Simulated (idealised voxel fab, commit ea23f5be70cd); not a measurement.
A process module follows: voxel gate over fins.
Cross-sectional view cut (width: 225 nm; square cell size: 5 nm).
Bands, listed from the top down, are how a cross-section gets written in this document; the cross-section itself is a grid of square cells, and a band is one or more rows of them. A band entry consists of two parts. The first gives the height of the band's top and the height of its bottom, in nm. The rest lists the band's materials from left to right, each with its width in nm. A single material labelled with the word "all across" fills the band from edge to edge, and the word "blank" marks empty space. Height reference: 0 = level under which incoming wafer is all one material. Lowest band: no bottom, runs on downward, e.g. "0 nm and below". The two numbers in a width such as "30->40" mark its ends across the band: the first belongs to the top row of cells, the second to the bottom row, and from each row to the next the width moves by the same amount. Given "identical to before" for a step, no cell of the cross-section differs between before and after that step. "Completely sealed voids" means: voids of 8 cells or more that are shut off from the top with no open way through. Written width x height at distance, distance from the left edge, in nm. What comes after the settings on a step's line is commentary from the simulator itself on that step. "overlay nm" answers the question of how far to the right of plan the mask lay on a step that has a mask, and when it is negative the answer is to the left.
[The steps planned for the process are as follows]
step 1: RECEIVE with material Si
step 2: CONFORMAL_DEP with material SiN, thk nm 5
step 3: PATTERN with tone cover, mask id FINS, material resist, width nm 15, pitch nm 45, thk nm 20, overlay nm 0
step 4: DIRECTIONAL_ETCH with etch materials SiN, depth nm 5
step 5: DIRECTIONAL_ETCH with etch materials Si, depth nm 35
step 6: STRIP with etch materials resist
step 7: OXIDIZE with depth nm 5
step 8: FILL_DEP with material SiO2, thk nm 5
step 9: CMP with height nm 5
step 10: SELECTIVE_ETCH with etch materials SiO2, depth nm 15
step 11: STRIP with etch materials SiN
step 12: CONFORMAL_DEP with material HfO2, thk nm 5
step 13: CONFORMAL_DEP with material TiN, thk nm 5
step 14: FILL_DEP with material W, thk nm 15
step 15: CMP with height nm 20
step 16: CONFORMAL_DEP with material SiN, thk nm 10
[Run as planned: first of two wafers]
[as received, after step 1]
    0 nm and below: Si all across
    Completely sealed voids: none
[The following cross-section depicts the wafer upon completion of step 2]
    5 nm to 0 nm: SiN all across
    Below 0, the layers are the same as they were.
[The following cross-section depicts the wafer upon completion of step 3]
    25 nm to 5 nm: blank=60 | resist=15 | blank=30 | resist=15 | blank=30 | resist=15 | blank=60
    Below 5, the layers are the same as they were.
[The following cross-section depicts the wafer upon completion of step 4]
    25 nm to 5 nm: blank=60 | resist=15 | blank=30 | resist=15 | blank=30 | resist=15 | blank=60
    5 nm to 0 nm: blank=60 | SiN=15 | blank=30 | SiN=15 | blank=30 | SiN=15 | blank=60
    Below 0, the layers are the same as they were.
[The following cross-section depicts the wafer upon completion of step 5]
    25 nm to 5 nm: blank=60 | resist=15 | blank=30 | resist=15 | blank=30 | resist=15 | blank=60
    5 nm to 0 nm: blank=60 | SiN=15 | blank=30 | SiN=15 | blank=30 | SiN=15 | blank=60
    0 nm to -35 nm: blank=60 | Si=15 | blank=30 | Si=15 | blank=30 | Si=15 | blank=60
    Below -35, the layers are the same as they were.
[The following cross-section depicts the wafer upon completion of step 6]
    5 nm to 0 nm: blank=60 | SiN=15 | blank=30 | SiN=15 | blank=30 | SiN=15 | blank=60
    Below 0, the layers are the same as they were.
[The following cross-section depicts the wafer upon completion of step 7]
    5 nm to 0 nm: blank=60 | SiN=15 | blank=30 | SiN=15 | blank=30 | SiN=15 | blank=60
    0 nm to -35 nm: blank=60 | SiO2=5 | Si=5 | SiO2=5 | blank=30 | SiO2=5 | Si=5 | SiO2=5 | blank=30 | SiO2=5 | Si=5 | SiO2=5 | blank=60
    -35 nm to -40 nm: SiO2=65 | Si=5 | SiO2=40 | Si=5 | SiO2=40 | Si=5 | SiO2=65
    Below -40, the layers are the same as they were.
[The following cross-section depicts the wafer upon completion of step 8]
    10 nm to 5 nm: SiO2 all across
    5 nm to 0 nm: SiO2=60 | SiN=15 | SiO2=30 | SiN=15 | SiO2=30 | SiN=15 | SiO2=60
    0 nm to -40 nm: SiO2=65 | Si=5 | SiO2=40 | Si=5 | SiO2=40 | Si=5 | SiO2=65
    Below -40, the layers are the same as they were.
[The following cross-section depicts the wafer upon completion of step 9]
    5 nm to 0 nm: SiO2=60 | SiN=15 | SiO2=30 | SiN=15 | SiO2=30 | SiN=15 | SiO2=60
    Below 0, the layers are the same as they were.
[The following cross-section depicts the wafer upon completion of step 10]
    5 nm to 0 nm: blank=60 | SiN=15 | blank=30 | SiN=15 | blank=30 | SiN=15 | blank=60
    0 nm to -10 nm: blank=65 | Si=5 | blank=40 | Si=5 | blank=40 | Si=5 | blank=65
    Below -10, the layers are the same as they were.
[The following cross-section depicts the wafer upon completion of step 11]
    0 nm to -10 nm: blank=65 | Si=5 | blank=40 | Si=5 | blank=40 | Si=5 | blank=65
    Below -10, the layers are the same as they were.
[The following cross-section depicts the wafer upon completion of step 12]
    5 nm to 0 nm: blank=60 | HfO2=15 | blank=30 | HfO2=15 | blank=30 | HfO2=15 | blank=60
    0 nm to -5 nm: blank=60 | HfO2=5 | Si=5 | HfO2=5 | blank=30 | HfO2=5 | Si=5 | HfO2=5 | blank=30 | HfO2=5 | Si=5 | HfO2=5 | blank=60
    -5 nm to -10 nm: HfO2=65 | Si=5 | HfO2=40 | Si=5 | HfO2=40 | Si=5 | HfO2=65
    Below -10, the layers are the same as they were.
[The following cross-section depicts the wafer upon completion of step 13]
    10 nm to 5 nm: blank=55 | TiN=25 | blank=20 | TiN=25 | blank=20 | TiN=25 | blank=55
    5 nm to 0 nm: blank=55 | TiN=5 | HfO2=15 | TiN=5 | blank=20 | TiN=5 | HfO2=15 | TiN=5 | blank=20 | TiN=5 | HfO2=15 | TiN=5 | blank=55
    0 nm to -5 nm: TiN=60 | HfO2=5 | Si=5 | HfO2=5 | TiN=30 | HfO2=5 | Si=5 | HfO2=5 | TiN=30 | HfO2=5 | Si=5 | HfO2=5 | TiN=60
    Below -5, the layers are the same as they were.
[The following cross-section depicts the wafer upon completion of step 14]
    25 nm to 10 nm: W all across
    10 nm to 5 nm: W=55 | TiN=25 | W=20 | TiN=25 | W=20 | TiN=25 | W=55
    5 nm to 0 nm: W=55 | TiN=5 | HfO2=15 | TiN=5 | W=20 | TiN=5 | HfO2=15 | TiN=5 | W=20 | TiN=5 | HfO2=15 | TiN=5 | W=55
    Below 0, the layers are the same as they were.
[The following cross-section depicts the wafer upon completion of step 15]
    20 nm to 10 nm: W all across
    Below 10, the layers are the same as they were.
[The following cross-section depicts the wafer upon completion of step 16]
    30 nm to 20 nm: SiN all across
    Below 20, the layers are the same as they were.
[Second of two: same start, same plan, one run error; steps up to and including 2 match the first]
[Cross-section, second wafer, at the end time the plan gives for step 3]
    25 nm to 5 nm: blank=55 | resist=15 | blank=30 | resist=15 | blank=30 | resist=15 | blank=65
    Below 5, the layers are the same as they were.
[Cross-section, second wafer, at the end time the plan gives for step 4]
    25 nm to 5 nm: blank=55 | resist=15 | blank=30 | resist=15 | blank=30 | resist=15 | blank=65
    5 nm to 0 nm: blank=55 | SiN=15 | blank=30 | SiN=15 | blank=30 | SiN=15 | blank=65
    Below 0, the layers are the same as they were.
[Cross-section, second wafer, at the end time the plan gives for step 5]
    25 nm to 5 nm: blank=55 | resist=15 | blank=30 | resist=15 | blank=30 | resist=15 | blank=65
    5 nm to 0 nm: blank=55 | SiN=15 | blank=30 | SiN=15 | blank=30 | SiN=15 | blank=65
    0 nm to -35 nm: blank=55 | Si=15 | blank=30 | Si=15 | blank=30 | Si=15 | blank=65
    Below -35, the layers are the same as they were.
[Cross-section, second wafer, at the end time the plan gives for step 6]
    5 nm to 0 nm: blank=55 | SiN=15 | blank=30 | SiN=15 | blank=30 | SiN=15 | blank=65
    Below 0, the layers are the same as they were.
[Cross-section, second wafer, at the end time the plan gives for step 7]
    5 nm to 0 nm: blank=55 | SiN=15 | blank=30 | SiN=15 | blank=30 | SiN=15 | blank=65
    0 nm to -35 nm: blank=55 | SiO2=5 | Si=5 | SiO2=5 | blank=30 | SiO2=5 | Si=5 | SiO2=5 | blank=30 | SiO2=5 | Si=5 | SiO2=5 | blank=65
    -35 nm to -40 nm: SiO2=60 | Si=5 | SiO2=40 | Si=5 | SiO2=40 | Si=5 | SiO2=70
    Below -40, the layers are the same as they were.
[Cross-section, second wafer, at the end time the plan gives for step 8]
    10 nm to 5 nm: SiO2 all across
    5 nm to 0 nm: SiO2=55 | SiN=15 | SiO2=30 | SiN=15 | SiO2=30 | SiN=15 | SiO2=65
    0 nm to -40 nm: SiO2=60 | Si=5 | SiO2=40 | Si=5 | SiO2=40 | Si=5 | SiO2=70
    Below -40, the layers are the same as they were.
[Cross-section, second wafer, at the end time the plan gives for step 9]
    5 nm to 0 nm: SiO2=55 | SiN=15 | SiO2=30 | SiN=15 | SiO2=30 | SiN=15 | SiO2=65
    Below 0, the layers are the same as they were.
[Cross-section, second wafer, at the end time the plan gives for step 10]
    5 nm to 0 nm: blank=55 | SiN=15 | blank=30 | SiN=15 | blank=30 | SiN=15 | blank=65
    0 nm to -10 nm: blank=60 | Si=5 | blank=40 | Si=5 | blank=40 | Si=5 | blank=70
    Below -10, the layers are the same as they were.
[Cross-section, second wafer, at the end time the plan gives for step 11]
    0 nm to -10 nm: blank=60 | Si=5 | blank=40 | Si=5 | blank=40 | Si=5 | blank=70
    Below -10, the layers are the same as they were.
[Cross-section, second wafer, at the end time the plan gives for step 12]
    5 nm to 0 nm: blank=55 | HfO2=15 | blank=30 | HfO2=15 | blank=30 | HfO2=15 | blank=65
    0 nm to -5 nm: blank=55 | HfO2=5 | Si=5 | HfO2=5 | blank=30 | HfO2=5 | Si=5 | HfO2=5 | blank=30 | HfO2=5 | Si=5 | HfO2=5 | blank=65
    -5 nm to -10 nm: HfO2=60 | Si=5 | HfO2=40 | Si=5 | HfO2=40 | Si=5 | HfO2=70
    Below -10, the layers are the same as they were.
[Cross-section, second wafer, at the end time the plan gives for step 13]
    10 nm to 5 nm: blank=50 | TiN=25 | blank=20 | TiN=25 | blank=20 | TiN=25 | blank=60
    5 nm to 0 nm: blank=50 | TiN=5 | HfO2=15 | TiN=5 | blank=20 | TiN=5 | HfO2=15 | TiN=5 | blank=20 | TiN=5 | HfO2=15 | TiN=5 | blank=60
    0 nm to -5 nm: TiN=55 | HfO2=5 | Si=5 | HfO2=5 | TiN=30 | HfO2=5 | Si=5 | HfO2=5 | TiN=30 | HfO2=5 | Si=5 | HfO2=5 | TiN=65
    Below -5, the layers are the same as they were.
[Cross-section, second wafer, at the end time the plan gives for step 14]
    25 nm to 10 nm: W all across
    10 nm to 5 nm: W=50 | TiN=25 | W=20 | TiN=25 | W=20 | TiN=25 | W=60
    5 nm to 0 nm: W=50 | TiN=5 | HfO2=15 | TiN=5 | W=20 | TiN=5 | HfO2=15 | TiN=5 | W=20 | TiN=5 | HfO2=15 | TiN=5 | W=60
    Below 0, the layers are the same as they were.
[Cross-section, second wafer, at the end time the plan gives for step 15]
    20 nm to 10 nm: W all across
    Below 10, the layers are the same as they were.
[Cross-section, second wafer, at the end time the plan gives for step 16]
    30 nm to 20 nm: SiN all across
    Below 20, the layers are the same as they were.
Error vs. plan: for step 3, the planned setting was not used; the step was instead run as PATTERN with tone cover, mask id FINS, material resist, width nm 15, pitch nm 45, thk nm 20, overlay nm -5
By the end, you'd get the same cell count for each material on either wafer, but the second wafer puts them somewhere else.
